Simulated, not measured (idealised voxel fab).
process module | voxel tone inversion
cross-section cut | 205 nm wide | cells 5 nm
A cross-section is a grid of square cells, given in bands from the top down. A band is one or more rows of cells.
Each band's line starts with the height of the band's top and of its bottom, in nm. Then come its materials from left to right, each with its width in nm. One material with "throughout" fills the band from edge to edge. "air" is empty space.
Height 0 is the level under which the wafer as received is all one material. The lowest band goes on downwards, as in "0 down".
A width such as "30 to 40" changes by the same amount from each row of cells to the next, from the band's top row to its bottom row.
"no change" after a step means that no cell of the cross-section changed.
closed voids: empty space of 8 cells or more with no open way to the top, each as width x height at its distance from the left edge, in nm
after a step's settings: what the simulator itself notes on the step
overlay nm, on a step with a mask: how far to the right of its planned place the mask lay; to the left if negative
plan
1 op RECEIVE | material Si
2 op CONFORMAL_DEP | material SiCN | thk nm 5
3 op DIRECTIONAL_DEP | material aC | thk nm 25
4 op PATTERN | tone cover | mask id POSTS | material resist | width nm 25 | pitch nm 40 | thk nm 35 | overlay nm 0
5 op DIRECTIONAL_ETCH | etch materials aC | depth nm 25
6 op STRIP | etch materials resist
7 op FILL_DEP | material lowk | thk nm 10
8 op CMP | height nm 30
9 op STRIP | etch materials aC
10 op CONFORMAL_DEP | material TiN | thk nm 5
11 op FILL_DEP | material Cu | thk nm 5
12 op CMP | height nm 30
13 op CONFORMAL_DEP | material SiN | thk nm 5
first wafer, as planned
as received, after step 1
  0 down: Si throughout
  closed voids: none
after step 2
  5 to 0: SiCN throughout
  below 0: unchanged
after step 3
  30 to 5: aC throughout
  below 5: unchanged
after step 4
  65 to 30: air 30 | resist 25 | air 15 | resist 25 | air 15 | resist 25 | air 15 | resist 25 | air 30
  below 30: unchanged
after step 5
  40 to 30: air 30 | resist 25 | air 15 | resist 25 | air 15 | resist 25 | air 15 | resist 25 | air 30
  30 to 5: air 30 | aC 25 | air 15 | aC 25 | air 15 | aC 25 | air 15 | aC 25 | air 30
  below 5: unchanged
after step 6
  30 to 5: air 30 | aC 25 | air 15 | aC 25 | air 15 | aC 25 | air 15 | aC 25 | air 30
  below 5: unchanged
after step 7
  40 to 30: lowk throughout
  30 to 5: lowk 30 | aC 25 | lowk 15 | aC 25 | lowk 15 | aC 25 | lowk 15 | aC 25 | lowk 30
  below 5: unchanged
after step 8
  30 to 5: lowk 30 | aC 25 | lowk 15 | aC 25 | lowk 15 | aC 25 | lowk 15 | aC 25 | lowk 30
  below 5: unchanged
after step 9
  30 to 5: lowk 30 | air 25 | lowk 15 | air 25 | lowk 15 | air 25 | lowk 15 | air 25 | lowk 30
  below 5: unchanged
after step 10
  35 to 30: TiN 35 | air 15 | TiN 25 | air 15 | TiN 25 | air 15 | TiN 25 | air 15 | TiN 35
  30 to 10: lowk 30 | TiN 5 | air 15 | TiN 5 | lowk 15 | TiN 5 | air 15 | TiN 5 | lowk 15 | TiN 5 | air 15 | TiN 5 | lowk 15 | TiN 5 | air 15 | TiN 5 | lowk 30
  10 to 5: lowk 30 | TiN 25 | lowk 15 | TiN 25 | lowk 15 | TiN 25 | lowk 15 | TiN 25 | lowk 30
  below 5: unchanged
after step 11
  40 to 35: Cu throughout
  35 to 30: TiN 35 | Cu 15 | TiN 25 | Cu 15 | TiN 25 | Cu 15 | TiN 25 | Cu 15 | TiN 35
  30 to 10: lowk 30 | TiN 5 | Cu 15 | TiN 5 | lowk 15 | TiN 5 | Cu 15 | TiN 5 | lowk 15 | TiN 5 | Cu 15 | TiN 5 | lowk 15 | TiN 5 | Cu 15 | TiN 5 | lowk 30
  below 10: unchanged
after step 12
  30 to 10: lowk 30 | TiN 5 | Cu 15 | TiN 5 | lowk 15 | TiN 5 | Cu 15 | TiN 5 | lowk 15 | TiN 5 | Cu 15 | TiN 5 | lowk 15 | TiN 5 | Cu 15 | TiN 5 | lowk 30
  below 10: unchanged
after step 13
  35 to 30: SiN throughout
  below 30: unchanged
second wafer: like start, like plan, one mistake. Through step 3 it matches the first wafer
when step 4 should have ended
  65 to 30: resist 30 | air 25 | resist 15 | air 25 | resist 15 | air 25 | resist 15 | air 25 | resist 30
  below 30: unchanged
when step 5 should have ended
  40 to 30: resist 30 | air 25 | resist 15 | air 25 | resist 15 | air 25 | resist 15 | air 25 | resist 30
  30 to 5: aC 30 | air 25 | aC 15 | air 25 | aC 15 | air 25 | aC 15 | air 25 | aC 30
  below 5: unchanged
when step 6 should have ended
  30 to 5: aC 30 | air 25 | aC 15 | air 25 | aC 15 | air 25 | aC 15 | air 25 | aC 30
  below 5: unchanged
when step 7 should have ended
  40 to 30: lowk throughout
  30 to 5: aC 30 | lowk 25 | aC 15 | lowk 25 | aC 15 | lowk 25 | aC 15 | lowk 25 | aC 30
  below 5: unchanged
when step 8 should have ended
  30 to 5: aC 30 | lowk 25 | aC 15 | lowk 25 | aC 15 | lowk 25 | aC 15 | lowk 25 | aC 30
  below 5: unchanged
when step 9 should have ended
  30 to 5: air 30 | lowk 25 | air 15 | lowk 25 | air 15 | lowk 25 | air 15 | lowk 25 | air 30
  below 5: unchanged
when step 10 should have ended
  35 to 30: air 25 | TiN 35 | air 5 | TiN 35 | air 5 | TiN 35 | air 5 | TiN 35 | air 25
  30 to 10: air 25 | TiN 5 | lowk 25 | TiN 5 | air 5 | TiN 5 | lowk 25 | TiN 5 | air 5 | TiN 5 | lowk 25 | TiN 5 | air 5 | TiN 5 | lowk 25 | TiN 5 | air 25
  10 to 5: TiN 30 | lowk 25 | TiN 15 | lowk 25 | TiN 15 | lowk 25 | TiN 15 | lowk 25 | TiN 30
  below 5: unchanged
when step 11 should have ended
  40 to 35: Cu throughout
  35 to 30: Cu 25 | TiN 35 | Cu 5 | TiN 35 | Cu 5 | TiN 35 | Cu 5 | TiN 35 | Cu 25
  30 to 10: Cu 25 | TiN 5 | lowk 25 | TiN 5 | Cu 5 | TiN 5 | lowk 25 | TiN 5 | Cu 5 | TiN 5 | lowk 25 | TiN 5 | Cu 5 | TiN 5 | lowk 25 | TiN 5 | Cu 25
  below 10: unchanged
when step 12 should have ended
  30 to 10: Cu 25 | TiN 5 | lowk 25 | TiN 5 | Cu 5 | TiN 5 | lowk 25 | TiN 5 | Cu 5 | TiN 5 | lowk 25 | TiN 5 | Cu 5 | TiN 5 | lowk 25 | TiN 5 | Cu 25
  below 10: unchanged
when step 13 should have ended
  35 to 30: SiN throughout
  below 30: unchanged
what went wrong: step 4 ran as: op PATTERN | tone open | mask id POSTS | material resist | width nm 25 | pitch nm 40 | thk nm 35 | overlay nm 0
at the end the second wafer has, in cells: 4 more of Cu | 1 more of TiN | 5 fewer of lowk
